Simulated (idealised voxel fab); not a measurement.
Herein follows the process module entitled voxel self aligned contacts.
Xsec cut, 260 nm wide, square cell size 5 nm.
Cross-section, as written here: a square-cell grid given band by band from the top down, where a band holds one or more rows of cells.
For a band, the entry starts with two heights in nm, that of the top and then that of the bottom, and carries on with the band's materials in order from left to right, each alongside its width in nm; the word "all across" beside a single material means it fills the band edge to edge, and "empty" means empty space.
Height reference: 0 = level under which incoming wafer is all one material. Lowest band: no bottom, runs on downward, e.g. "0 -> down".
Width "30->40": first value at the band's top row of cells, second value at its bottom row, equal change from row to row.
You'll sometimes find "all unchanged" written for a step, and that's the way of saying that nowhere in the cross-section did a cell change during that step.
Under "Closed void table" you'll find the enclosed gaps, the ones with no way out to the top, that are 8 cells or bigger; each reads width x height at distance, with distance counted from the left edge, everything in nm.
Formally, on a step line, whatever follows the settings is a remark that the simulator itself makes on the step.
For masked steps, "overlay nm" on the step line gives how far right of plan the mask actually lay; a minus sign means it lay to the left.

[Planned process steps]
| 1 | RECEIVE: material Si |
| 2 | OXIDIZE: depth nm 5 |
| 3 | DIRECTIONAL_DEP: material polySi, thk nm 30 |
| 4 | DIRECTIONAL_DEP: material SiN, thk nm 25 |
| 5 | PATTERN: tone cover, mask id GATE, material resist, width nm 25, pitch nm 70, thk nm 15, overlay nm 0 |
| 6 | DIRECTIONAL_ETCH: etch materials SiN, depth nm 25 |
| 7 | DIRECTIONAL_ETCH: etch materials polySi, depth nm 30 |
| 8 | STRIP: etch materials resist |
| 9 | CONFORMAL_DEP: material SiN, thk nm 5 |
| 10 | DIRECTIONAL_ETCH: etch materials SiN, depth nm 10 |
| 11 | FILL_DEP: material SiO2, thk nm 15 |
| 12 | CMP: height nm 65 |
| 13 | MASKED_ETCH: tone open, mask id CONTACT, width nm 55, pitch nm 70, etch materials SiO2, depth nm 70, overlay nm 0 |
| 14 | CONFORMAL_DEP: material TiN, thk nm 5 |
| 15 | FILL_DEP: material W, thk nm 10 |
| 16 | CMP: height nm 65 |
| 17 | CONFORMAL_DEP: material SiN, thk nm 5 |
For clarity, it should be stated that the wafers under discussion commence in an identical condition and differ with respect to the thk nm of step 9, the plan indicating the value that the first wafer had.

[Here's the first of the wafers in cross-section, just as we got it, i.e. after step 1]
  0 -> down  Si all across
  Closed void table: none

[Gained (+) or lost (-) cells of each material since receipt, then closed voids: one row per wafer, at the end of the module]
thk nm 5; -52 Si; +172 SiN; +298 SiO2; +74 TiN; +146 W; +90 polySi; Closed void table: none
thk nm 10; -52 Si; +259 SiN; +267 SiO2; +74 TiN; +90 W; +90 polySi; Closed void table: none
thk nm 15; -52 Si; +377 SiN; +225 SiO2; +66 TiN; +22 W; +90 polySi; Closed void table: none
thk nm 20; -52 Si; +495 SiN; +173 SiO2; +22 TiN; +90 polySi; Closed void table: none
thk nm 25; -52 Si; +548 SiN; +142 SiO2; +90 polySi; Closed void table: none
